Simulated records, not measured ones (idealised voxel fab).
Module name: voxel ribs on slabs (process module)
In the cross-section labelled cut, the width is 230 nm and each square cell is 5 nm.
Cross-section = grid of square cells, listed top down in bands; band = one or more rows.
Heads up on the band format: heights come first, top then bottom, in nm. After that it's the materials left to right, each with its width in nm. A single material flagged "edge to edge" fills the whole band edge to edge, and "air" means there's empty space there.
All heights in this document are referenced to 0, defined as the level beneath which the wafer, as received, consists entirely of one material. The lowest band is not bounded below; it extends indefinitely downward and is written in the form "from 0 down".
It should be noted that a width expressed as "30..40" varies in equal increments from row to row of cells within the band, taking the value of the first number at the top row and that of the second number at the bottom row.
What does "no alteration" mean for a step? It means no cell of the cross-section changed in that step.
"Entrapped voids": sealed empty spaces, 8 cells or more, no open way to top, listed width x height at distance, with distance from the left edge and width, height and distance in nm.
If you see something after the settings on a step's line, that's the simulator's own remark about that step.
You can add "overlay nm" to a step's line. For a step with a mask, it describes how far the mask lay to the right of its planned position, and a negative number describes a lay to the left.
-- Planned step list for the process
1,RECEIVE [material Si]
2,DIRECTIONAL_DEP [material SiO2] [thk nm 20]
3,DIRECTIONAL_DEP [material polySi] [thk nm 25]
4,MASKED_ETCH [tone cover] [mask id RIB] [width nm 20] [etch materials polySi] [depth nm 20] [overlay nm 0]
5,DIRECTIONAL_DEP [material aC] [thk nm 15]
6,PATTERN [tone cover] [mask id SLAB] [material resist] [width nm 70] [thk nm 35] [overlay nm 0]
7,DIRECTIONAL_ETCH [etch materials aC] [depth nm 15]
8,STRIP [etch materials resist]
9,DIRECTIONAL_ETCH [etch materials polySi] [depth nm 5]
10,STRIP [etch materials aC]
11,FILL_DEP [material SiO2] [thk nm 20]
12,CMP [height nm 55]
13,DIRECTIONAL_DEP [material W] [thk nm 10]
14,DIRECTIONAL_DEP [material aC] [thk nm 10]
15,PATTERN [tone cover] [mask id HEATER] [material resist] [width nm 30] [thk nm 30] [overlay nm 0]
16,DIRECTIONAL_ETCH [etch materials aC] [depth nm 10]
17,STRIP [etch materials resist]
18,DIRECTIONAL_ETCH [etch materials W] [depth nm 10]
19,STRIP [etch materials aC]
20,CONFORMAL_DEP [material SiO2] [thk nm 5]
-- Shown in cross-section is the wafer as received, that is, as it stands after step 1
    from 0 down | Si edge to edge
    Entrapped voids: none
-- This is how the wafer looks in cross-section once the module is done, given the starting state and plan above and one mistake in carrying the plan out
    from 70 to 65 | air=85 / SiO2=40 / air=105
    from 65 to 60 | air=85 / SiO2=5 / W=30 / SiO2=5 / air=105
    from 60 to 55 | SiO2=90 / W=30 / SiO2=110
    from 55 to 45 | SiO2 edge to edge
    from 45 to 25 | SiO2=105 / polySi=20 / SiO2=105
    from 25 to 20 | SiO2=80 / polySi=70 / SiO2=80
    from 20 to 0 | SiO2 edge to edge
    from 0 down | Si edge to edge
    Entrapped voids: none
what went wrong: step 15 ran as: PATTERN [tone cover] [mask id HEATER] [material resist] [width nm 30] [thk nm 30] [overlay nm -10]
